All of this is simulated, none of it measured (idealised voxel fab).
process module | voxel wiring stack
cross-section cut | 185 nm wide | cells 5 nm
A cross-section is a grid of square cells, given in bands from the top down. A band is one or more rows of cells.
Each band's line starts with the height of the band's top and of its bottom, in nm. Then come its materials from left to right, each with its width in nm. One material with "throughout" fills the band from edge to edge. "air" is empty space.
Height 0 is the level under which the wafer as received is all one material. The lowest band goes on downwards, as in "0 down".
A width such as "30 to 40" changes by the same amount from each row of cells to the next, from the band's top row to its bottom row.
"no change" after a step means that no cell of the cross-section changed.
closed voids: empty space of 8 cells or more with no open way to the top, each as width x height at its distance from the left edge, in nm
after a step's settings: what the simulator itself notes on the step
overlay nm, on a step with a mask: how far to the right of its planned place the mask lay; to the left if negative
plan
1 op RECEIVE | material Si
2 op CONFORMAL_DEP | material SiO2 | thk nm 15
3 op CONFORMAL_DEP | material SiN | thk nm 5
4 op DIRECTIONAL_DEP | material lowk | thk nm 20
5 op PATTERN | tone open | mask id METAL_1 | material resist | width nm 20 | pitch nm 45 | thk nm 20 | overlay nm 0
6 op DIRECTIONAL_ETCH | etch materials lowk | depth nm 20
7 op DIRECTIONAL_ETCH | etch materials SiN | depth nm 5
8 op STRIP | etch materials resist
9 op CONFORMAL_DEP | material TiN | thk nm 5
10 op FILL_DEP | material Cu | thk nm 10
11 op CMP | height nm 40
12 op EPI | material Ru | thk nm 5
13 op FILL_DEP | material SiCN | thk nm 5
14 op DIRECTIONAL_DEP | material lowk | thk nm 20
15 op MASKED_ETCH | tone open | mask id PLUG_1 | width nm 15 | pitch nm 90 | etch materials lowk | depth nm 20 | overlay nm 0
16 op MASKED_ETCH | tone open | mask id PLUG_1 | width nm 15 | pitch nm 90 | etch materials SiCN | depth nm 5 | overlay nm 0
17 op CONFORMAL_DEP | material TiN | thk nm 5
18 op FILL_DEP | material W | thk nm 5
19 op CMP | height nm 70
20 op DIRECTIONAL_DEP | material TiN | thk nm 5
21 op DIRECTIONAL_DEP | material Ru | thk nm 25
22 op DIRECTIONAL_DEP | material aC | thk nm 10
23 op PATTERN | tone cover | mask id METAL_2 | material resist | width nm 20 | pitch nm 45 | thk nm 30 | overlay nm 0
24 op DIRECTIONAL_ETCH | etch materials aC | depth nm 10
25 op STRIP | etch materials resist
26 op DIRECTIONAL_ETCH | etch materials Ru | depth nm 25
27 op DIRECTIONAL_ETCH | etch materials TiN | depth nm 5
28 op STRIP | etch materials aC
29 op FILL_DEP | material SiO2 | thk nm 10
30 op CMP | height nm 100
31 op CONFORMAL_DEP | material SiCN | thk nm 5
first wafer, as planned
as received, after step 1
  0 down: Si throughout
  closed voids: none
after step 2
  15 to 0: SiO2 throughout
  below 0: unchanged
after step 3
  20 to 15: SiN throughout
  below 15: unchanged
after step 4
  40 to 20: lowk throughout
  below 20: unchanged
after step 5
  60 to 40: resist 35 | air 20 | resist 25 | air 20 | resist 25 | air 20 | resist 40
  below 40: unchanged
after step 6
  60 to 40: resist 35 | air 20 | resist 25 | air 20 | resist 25 | air 20 | resist 40
  40 to 20: lowk 35 | air 20 | lowk 25 | air 20 | lowk 25 | air 20 | lowk 40
  below 20: unchanged
after step 7
  60 to 40: resist 35 | air 20 | resist 25 | air 20 | resist 25 | air 20 | resist 40
  40 to 20: lowk 35 | air 20 | lowk 25 | air 20 | lowk 25 | air 20 | lowk 40
  20 to 15: SiN 35 | air 20 | SiN 25 | air 20 | SiN 25 | air 20 | SiN 40
  below 15: unchanged
after step 8
  40 to 20: lowk 35 | air 20 | lowk 25 | air 20 | lowk 25 | air 20 | lowk 40
  below 20: unchanged
after step 9
  45 to 40: TiN 40 | air 10 | TiN 35 | air 10 | TiN 35 | air 10 | TiN 45
  40 to 20: lowk 35 | TiN 5 | air 10 | TiN 5 | lowk 25 | TiN 5 | air 10 | TiN 5 | lowk 25 | TiN 5 | air 10 | TiN 5 | lowk 40
  20 to 15: SiN 35 | TiN 20 | SiN 25 | TiN 20 | SiN 25 | TiN 20 | SiN 40
  below 15: unchanged
after step 10
  55 to 45: Cu throughout
  45 to 40: TiN 40 | Cu 10 | TiN 35 | Cu 10 | TiN 35 | Cu 10 | TiN 45
  40 to 20: lowk 35 | TiN 5 | Cu 10 | TiN 5 | lowk 25 | TiN 5 | Cu 10 | TiN 5 | lowk 25 | TiN 5 | Cu 10 | TiN 5 | lowk 40
  below 20: unchanged
after step 11
  40 to 20: lowk 35 | TiN 5 | Cu 10 | TiN 5 | lowk 25 | TiN 5 | Cu 10 | TiN 5 | lowk 25 | TiN 5 | Cu 10 | TiN 5 | lowk 40
  below 20: unchanged
after step 12
  45 to 40: air 30 | Ru 30 | air 15 | Ru 30 | air 15 | Ru 30 | air 35
  below 40: unchanged
after step 13
  50 to 45: SiCN throughout
  45 to 40: SiCN 30 | Ru 30 | SiCN 15 | Ru 30 | SiCN 15 | Ru 30 | SiCN 35
  below 40: unchanged
after step 14
  70 to 50: lowk throughout
  below 50: unchanged
after step 15
  70 to 50: lowk 35 | air 15 | lowk 75 | air 15 | lowk 45
  below 50: unchanged
after step 16
  70 to 50: lowk 35 | air 15 | lowk 75 | air 15 | lowk 45
  50 to 45: SiCN 35 | air 15 | SiCN 75 | air 15 | SiCN 45
  below 45: unchanged
after step 17
  75 to 70: TiN 40 | air 5 | TiN 85 | air 5 | TiN 50
  70 to 50: lowk 35 | TiN 5 | air 5 | TiN 5 | lowk 75 | TiN 5 | air 5 | TiN 5 | lowk 45
  50 to 45: SiCN 35 | TiN 15 | SiCN 75 | TiN 15 | SiCN 45
  below 45: unchanged
after step 18
  80 to 75: W throughout
  75 to 70: TiN 40 | W 5 | TiN 85 | W 5 | TiN 50
  70 to 50: lowk 35 | TiN 5 | W 5 | TiN 5 | lowk 75 | TiN 5 | W 5 | TiN 5 | lowk 45
  below 50: unchanged
after step 19
  70 to 50: lowk 35 | TiN 5 | W 5 | TiN 5 | lowk 75 | TiN 5 | W 5 | TiN 5 | lowk 45
  below 50: unchanged
after step 20
  75 to 70: TiN throughout
  below 70: unchanged
after step 21
  100 to 75: Ru throughout
  below 75: unchanged
after step 22
  110 to 100: aC throughout
  below 100: unchanged
after step 23
  140 to 110: air 35 | resist 20 | air 25 | resist 20 | air 25 | resist 20 | air 40
  below 110: unchanged
after step 24
  130 to 110: air 35 | resist 20 | air 25 | resist 20 | air 25 | resist 20 | air 40
  110 to 100: air 35 | aC 20 | air 25 | aC 20 | air 25 | aC 20 | air 40
  below 100: unchanged
after step 25
  110 to 100: air 35 | aC 20 | air 25 | aC 20 | air 25 | aC 20 | air 40
  below 100: unchanged
after step 26
  110 to 100: air 35 | aC 20 | air 25 | aC 20 | air 25 | aC 20 | air 40
  100 to 75: air 35 | Ru 20 | air 25 | Ru 20 | air 25 | Ru 20 | air 40
  below 75: unchanged
after step 27
  110 to 100: air 35 | aC 20 | air 25 | aC 20 | air 25 | aC 20 | air 40
  100 to 75: air 35 | Ru 20 | air 25 | Ru 20 | air 25 | Ru 20 | air 40
  75 to 70: air 35 | TiN 20 | air 25 | TiN 20 | air 25 | TiN 20 | air 40
  below 70: unchanged
after step 28
  100 to 75: air 35 | Ru 20 | air 25 | Ru 20 | air 25 | Ru 20 | air 40
  below 75: unchanged
after step 29
  110 to 100: SiO2 throughout
  100 to 75: SiO2 35 | Ru 20 | SiO2 25 | Ru 20 | SiO2 25 | Ru 20 | SiO2 40
  75 to 70: SiO2 35 | TiN 20 | SiO2 25 | TiN 20 | SiO2 25 | TiN 20 | SiO2 40
  below 70: unchanged
after step 30
  100 to 75: SiO2 35 | Ru 20 | SiO2 25 | Ru 20 | SiO2 25 | Ru 20 | SiO2 40
  below 75: unchanged
after step 31
  105 to 100: SiCN throughout
  below 100: unchanged
second wafer: like start, like plan, one mistake. Through step 22 it matches the first wafer
when step 23 should have ended
  140 to 110: resist 35 | air 20 | resist 25 | air 20 | resist 25 | air 20 | resist 40
  below 110: unchanged
when step 24 should have ended
  130 to 110: resist 35 | air 20 | resist 25 | air 20 | resist 25 | air 20 | resist 40
  110 to 100: aC 35 | air 20 | aC 25 | air 20 | aC 25 | air 20 | aC 40
  below 100: unchanged
when step 25 should have ended
  110 to 100: aC 35 | air 20 | aC 25 | air 20 | aC 25 | air 20 | aC 40
  below 100: unchanged
when step 26 should have ended
  110 to 100: aC 35 | air 20 | aC 25 | air 20 | aC 25 | air 20 | aC 40
  100 to 75: Ru 35 | air 20 | Ru 25 | air 20 | Ru 25 | air 20 | Ru 40
  below 75: unchanged
when step 27 should have ended
  110 to 100: aC 35 | air 20 | aC 25 | air 20 | aC 25 | air 20 | aC 40
  100 to 75: Ru 35 | air 20 | Ru 25 | air 20 | Ru 25 | air 20 | Ru 40
  75 to 70: TiN 35 | air 20 | TiN 25 | air 20 | TiN 25 | air 20 | TiN 40
  below 70: unchanged
when step 28 should have ended
  100 to 75: Ru 35 | air 20 | Ru 25 | air 20 | Ru 25 | air 20 | Ru 40
  below 75: unchanged
when step 29 should have ended
  110 to 100: SiO2 throughout
  100 to 75: Ru 35 | SiO2 20 | Ru 25 | SiO2 20 | Ru 25 | SiO2 20 | Ru 40
  75 to 70: TiN 35 | SiO2 20 | TiN 25 | SiO2 20 | TiN 25 | SiO2 20 | TiN 40
  below 70: unchanged
when step 30 should have ended
  100 to 75: Ru 35 | SiO2 20 | Ru 25 | SiO2 20 | Ru 25 | SiO2 20 | Ru 40
  below 75: unchanged
when step 31 should have ended
  105 to 100: SiCN throughout
  below 100: unchanged
what went wrong: step 23 ran as: op PATTERN | tone open | mask id METAL_2 | material resist | width nm 20 | pitch nm 45 | thk nm 30 | overlay nm 0
at the end the second wafer has, in cells: 65 more of Ru | 78 fewer of SiO2 | 13 more of TiN
